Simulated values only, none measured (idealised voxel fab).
Process module in this document: voxel transistor to metal
Xsec cut, 170 nm wide, square cell size 5 nm.
Reading order for cross-sections: top band down to bottom band. Underlying form: a grid of square cells. Band size: one or more rows of cells. Band entry format. Leading values: height of top, height of bottom, nm. Remainder: materials in left-to-right order, each with its width in nm. Special words: "everywhere" on a single material, which then fills the band edge to edge; "blank", empty space. Convention: height 0 is the level below which the wafer, as received, is all one material. The lowest band does not terminate at the bottom but continues downward, represented as "z 0 and below". A two-number width, for instance "30 to 40", indicates that the width is equal to the first number in the top row of the band and to the second number in the bottom row, and that it changes by a constant amount per row of cells. The designation "nothing got changed", where it is given for a processing step, indicates that no cell of the cross-section was altered in the course of that step. Empty spaces without an open route to the top, at least 8 cells in extent, make up the entry "Catalogued sealed voids"; each is given as width x height at distance, where the distance is measured from the left edge, and all are in nm. Step line, after settings: the simulator's comment on this step. Among the settings permitted on a step's line is "overlay nm"; applied to a step with a mask, it specifies the extent to which the mask lay to the right of its planned position, whereas a negative figure signifies a position to the left.

Listed below are the process steps as planned:
1. RECEIVE with material Si
2. OXIDIZE with depth nm 5
3. CONFORMAL_DEP with material SiN, thk nm 10
4. MASKED_ETCH with tone cover, mask id ACTIVE, width nm 110, etch materials SiN, depth nm 10, overlay nm 0
5. MASKED_ETCH with tone cover, mask id ACTIVE, width nm 110, etch materials SiO2, depth nm 5, overlay nm 0
6. MASKED_ETCH with tone cover, mask id ACTIVE, width nm 110, etch materials Si, depth nm 20, overlay nm 0
7. OXIDIZE with depth nm 5
8. FILL_DEP with material SiO2, thk nm 15
9. CMP with height nm 10
10. SELECTIVE_ETCH with etch materials SiO2, depth nm 10
11. STRIP with etch materials SiN
12. SELECTIVE_ETCH with etch materials SiO2, depth nm 5
13. OXIDIZE with depth nm 5
14. DIRECTIONAL_DEP with material polySi, thk nm 20
15. DIRECTIONAL_DEP with material SiCN, thk nm 10
16. DIRECTIONAL_DEP with material aC, thk nm 15
17. PATTERN with tone cover, mask id GATE, material resist, width nm 30, thk nm 35, overlay nm 0
18. DIRECTIONAL_ETCH with etch materials aC, depth nm 15
19. STRIP with etch materials resist
20. DIRECTIONAL_ETCH with etch materials SiCN, depth nm 20
21. DIRECTIONAL_ETCH with etch materials polySi, depth nm 30
22. STRIP with etch materials aC
23. CONFORMAL_DEP with material SiO2, thk nm 5
24. DIRECTIONAL_ETCH with etch materials SiO2, depth nm 5
25. CONFORMAL_DEP with material SiN, thk nm 5
26. DIRECTIONAL_ETCH with etch materials SiN, depth nm 5
27. DIRECTIONAL_ETCH with etch materials SiO2, depth nm 5
28. DIRECTIONAL_ETCH with etch materials Si, depth nm 10
29. EPI with material SiGe, thk nm 15
30. FILL_DEP with material SiO2, thk nm 10
31. CMP with height nm 15
32. STRIP with etch materials polySi
33. SELECTIVE_ETCH with etch materials SiO2, depth nm 5
34. CONFORMAL_DEP with material HfO2, thk nm 5
35. CONFORMAL_DEP with material TiN, thk nm 5
36. FILL_DEP with material W, thk nm 5
37. CMP with height nm 10
38. DIRECTIONAL_DEP with material SiO2, thk nm 10
39. MASKED_ETCH with tone open, mask id CONTACT, width nm 20, pitch nm 80, etch materials SiO2, depth nm 25, overlay nm 0
40. CONFORMAL_DEP with material TiN, thk nm 5
41. FILL_DEP with material W, thk nm 10
42. CMP with height nm 20
43. DIRECTIONAL_DEP with material TiN, thk nm 5
44. DIRECTIONAL_DEP with material W, thk nm 20
45. PATTERN with tone cover, mask id METAL_1, material resist, width nm 20, pitch nm 80, thk nm 20, overlay nm 0
46. DIRECTIONAL_ETCH with etch materials W, depth nm 20
47. DIRECTIONAL_ETCH with etch materials TiN, depth nm 5
48. STRIP with etch materials resist
49. CONFORMAL_DEP with material SiN, thk nm 5
50. FILL_DEP with material lowk, thk nm 10
51. CMP with height nm 45
52. CONFORMAL_DEP with material SiN, thk nm 5

Cross-section, incoming material, after step 1:
* z 0 and below | Si everywhere
* Catalogued sealed voids: none

Module complete - cross-section of the first of two wafers, run according to plan:
* z 50 to 45 | SiN everywhere
* z 45 to 25 | lowk 30 nm / SiN 5 nm / W 20 nm / SiN 5 nm / lowk 50 nm / SiN 5 nm / W 20 nm / SiN 5 nm / lowk 30 nm
* z 25 to 20 | SiN 35 nm / TiN 20 nm / SiN 60 nm / TiN 20 nm / SiN 35 nm
* z 20 to 10 | SiO2 35 nm / TiN 5 nm / W 10 nm / TiN 5 nm / SiO2 60 nm / TiN 5 nm / W 10 nm / TiN 5 nm / SiO2 35 nm
* z 10 to 5 | SiO2 35 nm / TiN 20 nm / SiO2 5 nm / SiN 5 nm / HfO2 5 nm / TiN 5 nm / W 20 nm / TiN 5 nm / HfO2 5 nm / SiN 5 nm / SiO2 5 nm / TiN 20 nm / SiO2 35 nm
* z 5 to 0 | SiO2 35 nm / TiN 10 nm / SiGe 15 nm / SiN 5 nm / HfO2 5 nm / TiN 5 nm / W 20 nm / TiN 5 nm / HfO2 5 nm / SiN 5 nm / SiGe 15 nm / TiN 10 nm / SiO2 35 nm
* z 0 to -5 | SiO2 35 nm / TiN 10 nm / SiGe 15 nm / SiN 5 nm / HfO2 5 nm / TiN 30 nm / HfO2 5 nm / SiN 5 nm / SiGe 15 nm / TiN 10 nm / SiO2 35 nm
* z -5 to -10 | SiO2 30 nm / SiGe 30 nm / SiO2 5 nm / HfO2 40 nm / SiO2 5 nm / SiGe 30 nm / SiO2 30 nm
* z -10 to -20 | SiO2 35 nm / SiGe 25 nm / Si 50 nm / SiGe 25 nm / SiO2 35 nm
* z -20 to -30 | SiO2 35 nm / Si 100 nm / SiO2 35 nm
* z -30 and below | Si everywhere
* Catalogued sealed voids: none

Cross-section, second wafer: same start as the first, same plan as the first, one mistake in running it; taken at the end of the module:
* z 50 to 45 | SiN everywhere
* z 45 to 25 | lowk 30 nm / SiN 5 nm / W 20 nm / SiN 5 nm / lowk 50 nm / SiN 5 nm / W 20 nm / SiN 5 nm / lowk 30 nm
* z 25 to 20 | SiN 35 nm / TiN 20 nm / SiN 60 nm / TiN 20 nm / SiN 35 nm
* z 20 to 15 | SiO2 35 nm / TiN 5 nm / W 10 nm / TiN 5 nm / SiO2 60 nm / TiN 5 nm / W 10 nm / TiN 5 nm / SiO2 35 nm
* z 15 to 10 | SiO2 35 nm / TiN 20 nm / SiO2 60 nm / TiN 20 nm / SiO2 35 nm
* z 10 to 5 | SiO2 35 nm / TiN 10 nm / SiGe 15 nm / SiN 5 nm / HfO2 5 nm / TiN 5 nm / W 20 nm / TiN 5 nm / HfO2 5 nm / SiN 5 nm / SiGe 15 nm / TiN 10 nm / SiO2 35 nm
* z 5 to 0 | SiO2 35 nm / TiN 10 nm / SiGe 15 nm / SiN 5 nm / HfO2 5 nm / TiN 30 nm / HfO2 5 nm / SiN 5 nm / SiGe 15 nm / TiN 10 nm / SiO2 35 nm
* z 0 to -5 | SiO2 25 nm / SiN 5 nm / SiGe 30 nm / SiO2 5 nm / HfO2 40 nm / SiO2 5 nm / SiGe 30 nm / SiN 5 nm / SiO2 25 nm
* z -5 to -15 | SiO2 35 nm / SiGe 25 nm / Si 50 nm / SiGe 25 nm / SiO2 35 nm
* z -15 to -30 | SiO2 35 nm / Si 100 nm / SiO2 35 nm
* z -30 and below | Si everywhere
* Catalogued sealed voids: none
What was the processing mistake? steps 11 and 12: order swapped relative to plan
Counted in cells at the end, the second wafer holds more or fewer of these materials than the first: HfO2: 2 fewer; Si: 20 more; SiO2: 4 fewer; TiN: 6 fewer; W: 8 fewer
